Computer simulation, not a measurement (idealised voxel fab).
The process module presented herein is designated voxel air gaps.
cross-section cut | 290 nm wide | cells 5 nm
If you're reading a cross-section in this doc, picture square cells in a grid; it comes to you as bands, top ones listed first down to the bottom, and a band can be one or more rows of cells. Top, bottom (nm), then materials left to right with widths (nm); lone material tagged "everywhere" fills the whole band edge to edge; "empty" = empty space. Heads up on the height convention: 0 is the point under which the incoming wafer is all one material, and the lowest band has no bottom, it just keeps going down, like "top 0, no bottom". A two-number width, for instance "30..40", indicates that the width is equal to the first number in the top row of the band and to the second number in the bottom row, and that it changes by a constant amount per row of cells. It should be understood that the words "nothing altered", when stated for a given step, signify that the cross-section underwent no change in any of its cells during that step. This entry, "Enclosed cavities", enumerates those empty regions of no fewer than 8 cells that possess no open connection to the top. Each region is reported in the form width x height at distance, the distance being taken from the left edge, with all three quantities expressed in nm. Where a step's line continues beyond its settings, the continuation is a remark by the simulator itself on that step. The line of a step may include "overlay nm". On a step with a mask, this value is how far to the right of its planned place the mask lay. A negative value means the mask lay to the left.

[Process steps - plan]
1,RECEIVE [material Si]
2,CONFORMAL_DEP [material SiO2] [thk nm 10]
3,CONFORMAL_DEP [material SiCN] [thk nm 5]
4,DIRECTIONAL_DEP [material lowk] [thk nm 40]
5,PATTERN [tone open] [mask id LINES] [material resist] [width nm 15] [pitch nm 40] [thk nm 15] [overlay nm 0]
6,DIRECTIONAL_ETCH [etch materials lowk] [depth nm 40]
7,STRIP [etch materials resist]
8,CONFORMAL_DEP [material TiN] [thk nm 5]
9,FILL_DEP [material Ru] [thk nm 10]
10,CMP [height nm 45]
11,EPI [material Ru] [thk nm 10]
12,SELECTIVE_ETCH [etch materials lowk] [depth nm 50]
13,CONFORMAL_DEP [material SiCN] [thk nm 5]
varied across the wafers: height nm of step 10. The plan shows the first wafer's value. All wafers start alike

[Here's the first of the wafers in cross-section, just as we got it, i.e. after step 1]
  top 0, no bottom | Si everywhere
  Enclosed cavities: none

[Table: wafers, a row each; end-of-module cell change per material since receipt, gain (+), loss (-); then closed voids]
height nm 45; +57 Ru; +180 SiCN; +116 SiO2; +39 TiN; Enclosed cavities: 15 x 20 at 115; 15 x 20 at 155
height nm 50; +60 Ru; +186 SiCN; +116 SiO2; +45 TiN; Enclosed cavities: 15 x 25 at 115; 15 x 25 at 155
height nm 55; +63 Ru; +192 SiCN; +116 SiO2; +51 TiN; Enclosed cavities: 15 x 30 at 115; 15 x 30 at 155
height nm 60; +140 Ru; +116 SiCN; +116 SiO2; +106 TiN; +392 lowk; Enclosed cavities: none
height nm 65; +198 Ru; +116 SiCN; +116 SiO2; +106 TiN; +392 lowk; Enclosed cavities: none
height nm 70; +256 Ru; +116 SiCN; +116 SiO2; +106 TiN; +392 lowk; Enclosed cavities: none
